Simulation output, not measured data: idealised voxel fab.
process module | voxel ribs on slabs
Square cells of 5 nm make up the cross-section cut, whose width is 240 nm.
A cross-section is a grid of square cells, given in bands from the top down. A band is one or more rows of cells. It is stipulated that each band's entry specify, in nanometres, the height of the top of the band and then that of its bottom, followed by the materials of the band in left-to-right sequence, each together with its width in nanometres. A single material marked by the word "edge to edge" is understood to fill the band from edge to edge; the word "blank" is understood to denote empty space. Measure heights from 0. That's the level where, below it, the as-received wafer is all one material. The lowest band is bottomless and extends downward; write it as in "top 0, no bottom". Top row gets the first number, bottom row gets the second, and each row in between changes by the same step: that is how a band width like "30->40" works. When a step is marked "nothing was modified", none of the cells in the cross-section changed during that step. So "Entrapped voids" is basically the list of trapped voids: any empty space of 8 cells or more that can't reach the top through an opening. They're written width x height at distance, the distance being from the left edge, and it's all nm. Step line, after settings: the simulator's comment on this step. On any step carrying a mask, the "overlay nm" setting, if present on the step's line, tells how far right of its planned place the mask lay; negative values point to the left.

Process steps - plan
step 1: RECEIVE: material Si
step 2: DIRECTIONAL_DEP: material SiO2, thk nm 20
step 3: DIRECTIONAL_DEP: material SiN, thk nm 20
step 4: MASKED_ETCH: tone cover, mask id RIB, width nm 20, etch materials SiN, depth nm 5, overlay nm 0
step 5: DIRECTIONAL_DEP: material aC, thk nm 10
step 6: PATTERN: tone cover, mask id SLAB, material resist, width nm 60, thk nm 25, overlay nm 0
step 7: DIRECTIONAL_ETCH: etch materials aC, depth nm 10
step 8: STRIP: etch materials resist
step 9: DIRECTIONAL_ETCH: etch materials SiN, depth nm 15
step 10: STRIP: etch materials aC
step 11: FILL_DEP: material SiO2, thk nm 25
step 12: CMP: height nm 55
step 13: DIRECTIONAL_DEP: material W, thk nm 5
step 14: DIRECTIONAL_DEP: material aC, thk nm 15
step 15: PATTERN: tone cover, mask id HEATER, material resist, width nm 30, thk nm 30, overlay nm 0
step 16: DIRECTIONAL_ETCH: etch materials aC, depth nm 15
step 17: STRIP: etch materials resist
step 18: DIRECTIONAL_ETCH: etch materials W, depth nm 5
step 19: STRIP: etch materials aC
step 20: CONFORMAL_DEP: material SiO2, thk nm 5

As-received state of the wafer in cross-section, equivalent to post-step 1
  top 0, no bottom: Si edge to edge
  Entrapped voids: none

Post-module cross-section of the first of two wafers (run per plan)
  top 65, bottom 60: blank=100  SiO2=40  blank=100
  top 60, bottom 55: SiO2=105  W=30  SiO2=105
  top 55, bottom 40: SiO2 edge to edge
  top 40, bottom 35: SiO2=110  SiN=20  SiO2=110
  top 35, bottom 20: SiO2=90  SiN=60  SiO2=90
  top 20, bottom 0: SiO2 edge to edge
  top 0, no bottom: Si edge to edge
  Entrapped voids: none

The second wafer, shown in cross-section after the module: started the same way as the first and given the same plan, yet one mistake crept into how it was run
  top 65, bottom 60: blank=100  SiO2=40  blank=100
  top 60, bottom 55: SiO2=105  W=30  SiO2=105
  top 55, bottom 40: SiO2 edge to edge
  top 40, bottom 35: SiO2=90  SiN=20  SiO2=20  SiN=20  SiO2=90
  top 35, bottom 25: SiO2=90  SiN=60  SiO2=90
  top 25, bottom 20: SiN edge to edge
  top 20, bottom 0: SiO2 edge to edge
  top 0, no bottom: Si edge to edge
  Entrapped voids: none
What was done differently from what was planned? step 4, actual vs plan mismatch, actual run MASKED_ETCH: tone open, mask id RIB, width nm 20, etch materials SiN, depth nm 5, overlay nm 0
It is noted that, at the conclusion of processing, the second wafer exhibits a higher or lower cell count for certain materials relative to the first: SiN: 40 more | SiO2: 40 fewer
